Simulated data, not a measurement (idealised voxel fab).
Process module, titled voxel air gaps
In the cross-section labelled cut, the width is 215 nm and each square cell is 5 nm.
Think of the cross-section as a grid of square cells. We describe it in bands, top to bottom, and each band covers one or more rows of those cells.
Heads up on the band format: heights come first, top then bottom, in nm. After that it's the materials left to right, each with its width in nm. A single material flagged "throughout" fills the whole band edge to edge, and "air" means there's empty space there.
A quick word on heights: they are counted from 0, and under that level the wafer as it came to us is one material throughout. The lowest band is different from the rest in having no bottom; it simply continues downward, written as in "0 down".
Quick explanation for "30->40": the width changes in equal steps down the rows of cells, from the first number in the band's top row to the second number in its bottom row.
Given "no modification" for a step, no cell of the cross-section differs between before and after that step.
The list in "Fully sealed voids" covers empty spaces of 8 cells or more that cannot reach the top through any open way, and it gives each as width x height at distance; the distance is from the left edge, and width, height and distance are in nm.
On a step's line, text after the settings is the simulator commenting on that step.
"overlay nm" denotes, for a step that has a mask, the displacement of the mask to the right of its planned place, with negative values corresponding to the left.
**Here's what the planned process steps look like**
step 1: RECEIVE with material Si
step 2: CONFORMAL_DEP with material SiO2, thk nm 10
step 3: CONFORMAL_DEP with material SiN, thk nm 5
step 4: DIRECTIONAL_DEP with material SiO2, thk nm 35
step 5: DIRECTIONAL_DEP with material aC, thk nm 10
step 6: PATTERN with tone open, mask id LINES, material resist, width nm 25, pitch nm 55, thk nm 25, overlay nm 0
step 7: DIRECTIONAL_ETCH with etch materials aC, depth nm 10
step 8: STRIP with etch materials resist
step 9: DIRECTIONAL_ETCH with etch materials SiO2, depth nm 35
step 10: STRIP with etch materials aC
step 11: CONFORMAL_DEP with material TiN, thk nm 5
step 12: FILL_DEP with material Cu, thk nm 5
step 13: CMP with height nm 50
step 14: EPI with material Ru, thk nm 10
step 15: SELECTIVE_ETCH with etch materials SiO2, depth nm 45
step 16: CONFORMAL_DEP with material SiCN, thk nm 5
**The cross-section here shows the wafer as received, i.e. in its state after step 1**
* 0 down  Si throughout
* Fully sealed voids: none
**Cross-section taken at module completion on the first of two wafers; processed per the plan**
* 65 to 60  air (25), SiCN (165), air (25)
* 60 to 50  air (25), SiCN (5), Ru (45), SiCN (10), Ru (45), SiCN (10), Ru (45), SiCN (5), air (25)
* 50 to 45  air (25), SiCN (15), TiN (5), Cu (15), TiN (5), SiCN (30), TiN (5), Cu (15), TiN (5), SiCN (30), TiN (5), Cu (15), TiN (5), SiCN (15), air (25)
* 45 to 20  air (35), SiCN (5), TiN (5), Cu (15), TiN (5), SiCN (5), air (20), SiCN (5), TiN (5), Cu (15), TiN (5), SiCN (5), air (20), SiCN (5), TiN (5), Cu (15), TiN (5), SiCN (5), air (35)
* 20 to 15  SiCN (40), TiN (25), SiCN (30), TiN (25), SiCN (30), TiN (25), SiCN (40)
* 15 to 10  SiN throughout
* 10 to 0  SiO2 throughout
* 0 down  Si throughout
* Fully sealed voids: 20 x 25 at 70; 20 x 25 at 125
**Presented here is a cross-section of the second of the two wafers as it stood at the end of the module. It was started in the same manner and assigned the same plan as the first wafer; however, one mistake was made in its execution**
* 65 to 60  air (25), SiCN (165), air (25)
* 60 to 50  air (25), SiCN (5), Ru (45), SiCN (10), Ru (45), SiCN (10), Ru (45), SiCN (5), air (25)
* 50 to 45  air (25), SiCN (15), TiN (5), Cu (15), TiN (5), SiCN (30), TiN (5), Cu (15), TiN (5), SiCN (30), TiN (5), Cu (15), TiN (5), SiCN (15), air (25)
* 45 to 20  air (35), SiCN (5), TiN (5), Cu (15), TiN (5), SiCN (5), air (20), SiCN (5), TiN (5), Cu (15), TiN (5), SiCN (5), air (20), SiCN (5), TiN (5), Cu (15), TiN (5), SiCN (5), air (35)
* 20 to 15  SiCN (40), TiN (25), SiCN (30), TiN (25), SiCN (30), TiN (25), SiCN (40)
* 15 to 10  SiN throughout
* 10 to 0  TiN throughout
* 0 down  Si throughout
* Fully sealed voids: 20 x 25 at 70; 20 x 25 at 125
Want to know what went wrong? contrary to plan, step 2 was performed as CONFORMAL_DEP with material TiN, thk nm 10
FYI, end of process, the second wafer has more or fewer cells of some materials than the first: 86 fewer of SiO2; 86 more of TiN
